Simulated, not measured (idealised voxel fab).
Documented hereafter: the process module known as voxel self aligned contacts.
Displayed cross-section: cut, width of 255 nm, square cells sized 5 nm.
Cross-section layout: square cells on a grid; listed as bands, top to bottom; a band spans one or more cell rows.
It is stipulated that each band's entry specify, in nanometres, the height of the top of the band and then that of its bottom, followed by the materials of the band in left-to-right sequence, each together with its width in nanometres. A single material marked by the word "all across" is understood to fill the band from edge to edge; the word "blank" is understood to denote empty space.
Height is counted from the level 0, under which the received wafer is composed throughout of one material. The lowest of the bands is not closed at the bottom but continues downward, in the notation "top 0, no bottom".
Graded width ("30..40"): value in top row of band = first number; value in bottom row = second number; row-to-row change constant.
Any step labelled "no modification" changed none of the cells in the cross-section.
If an empty space has no open way to the top and is at least 8 cells in size, "Fully closed voids" lists it, written width x height at distance, where distance is measured from the left edge and every value is in nm.
Whatever follows a step's settings on its line is a remark the simulator itself makes about that step.
overlay nm: where the mask lay relative to plan, measured to the right, on steps with a mask; negatives go left.
### The process steps that were planned are listed below
1. RECEIVE,material Si
2. CONFORMAL_DEP,material SiO2,thk nm 5
3. DIRECTIONAL_DEP,material polySi,thk nm 25
4. DIRECTIONAL_DEP,material SiN,thk nm 25
5. PATTERN,tone cover,mask id GATE,material resist,width nm 35,pitch nm 75,thk nm 15,overlay nm 0
6. DIRECTIONAL_ETCH,etch materials SiN,depth nm 25
7. DIRECTIONAL_ETCH,etch materials polySi,depth nm 25
8. STRIP,etch materials resist
9. CONFORMAL_DEP,material SiN,thk nm 10
10. DIRECTIONAL_ETCH,etch materials SiN,depth nm 10
11. FILL_DEP,material SiO2,thk nm 15
12. CMP,height nm 65
13. MASKED_ETCH,tone open,mask id CONTACT,width nm 50,pitch nm 75,etch materials SiO2,depth nm 65,overlay nm 0
14. CONFORMAL_DEP,material TiN,thk nm 5
15. FILL_DEP,material Ru,thk nm 10
16. CMP,height nm 65
17. CONFORMAL_DEP,material SiN,thk nm 5
### Wafer cross-section on receipt, i.e. after step 1
top 0, no bottom | Si all across
Fully closed voids: none
### The module was run from the start shown above using the plan shown above, but one mistake was made doing it; the resulting wafer cross-section is below
top 70, bottom 65 | SiN all across
top 65, bottom 55 | 65 SiO2 / 5..20 TiN / 40..10 Ru / 5..20 TiN / 25 SiO2 / 5..20 TiN / 40..10 Ru / 5..20 TiN / 65 SiO2
top 55, bottom 30 | 25 SiO2 / 55 SiN / 5 TiN / 10 Ru / 5 TiN / 55 SiN / 5 TiN / 10 Ru / 5 TiN / 55 SiN / 25 SiO2
top 30, bottom 15 | 25 SiO2 / 10 SiN / 35 polySi / 10 SiN / 5 TiN / 10 Ru / 5 TiN / 10 SiN / 35 polySi / 10 SiN / 5 TiN / 10 Ru / 5 TiN / 10 SiN / 35 polySi / 10 SiN / 25 SiO2
top 15, bottom 10 | 25 SiO2 / 10 SiN / 35 polySi / 10 SiN / 20 TiN / 10 SiN / 35 polySi / 10 SiN / 20 TiN / 10 SiN / 35 polySi / 10 SiN / 25 SiO2
top 10, bottom 5 | 25 SiO2 / 10 SiN / 35 polySi / 10 SiN / 20 SiO2 / 10 SiN / 35 polySi / 10 SiN / 20 SiO2 / 10 SiN / 35 polySi / 10 SiN / 25 SiO2
top 5, bottom 0 | SiO2 all across
top 0, no bottom | Si all across
Fully closed voids: none
Diagnosis: planned and actual differ for step 13; actual: MASKED_ETCH,tone open,mask id CONTACT,width nm 50,pitch nm 75,etch materials SiO2,depth nm 55,overlay nm 0
